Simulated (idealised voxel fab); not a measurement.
process module | voxel trench capacitor
cross-section cut | 260 nm wide | cells 5 nm
A cross-section is a grid of square cells, given in bands from the top down. A band is one or more rows of cells.
Each band's line starts with the height of the band's top and of its bottom, in nm. Then come its materials from left to right, each with its width in nm. One material with "throughout" fills the band from edge to edge. "air" is empty space.
Height 0 is the level under which the wafer as received is all one material. The lowest band goes on downwards, as in "0 down".
A width such as "30 to 40" changes by the same amount from each row of cells to the next, from the band's top row to its bottom row.
"no change" after a step means that no cell of the cross-section changed.
closed voids: empty space of 8 cells or more with no open way to the top, each as width x height at its distance from the left edge, in nm
after a step's settings: what the simulator itself notes on the step
overlay nm, on a step with a mask: how far to the right of its planned place the mask lay; to the left if negative
plan
1 op RECEIVE | material Si
2 op CONFORMAL_DEP | material SiN | thk nm 5
3 op MASKED_ETCH | tone open | mask id TRENCH | width nm 20 | pitch nm 45 | etch materials SiN | depth nm 5 | overlay nm 0
4 op MASKED_ETCH | tone open | mask id TRENCH | width nm 30 | pitch nm 45 | etch materials Si | depth nm 40 | overlay nm 0
5 op CONFORMAL_DEP | material Al2O3 | thk nm 5
6 op CONFORMAL_DEP | material TiN | thk nm 5
7 op FILL_DEP | material W | thk nm 5
8 op CMP | height nm 5
varied across the wafers: width nm of step 3. The plan shows the first wafer's value. All wafers start alike
first wafer as received, after step 1
  0 down: Si throughout
  closed voids: none
each wafer at the end: cells of each material gained (+) or lost (-) since it was received, then its closed voids
width nm 20 | +60 Al2O3 | -96 Si | +40 SiN | +48 TiN | closed voids: none
width nm 25 | +63 Al2O3 | -120 Si | +37 SiN | +51 TiN | +21 W | closed voids: none
width nm 30 | +66 Al2O3 | -144 Si | +34 SiN | +54 TiN | +42 W | closed voids: none
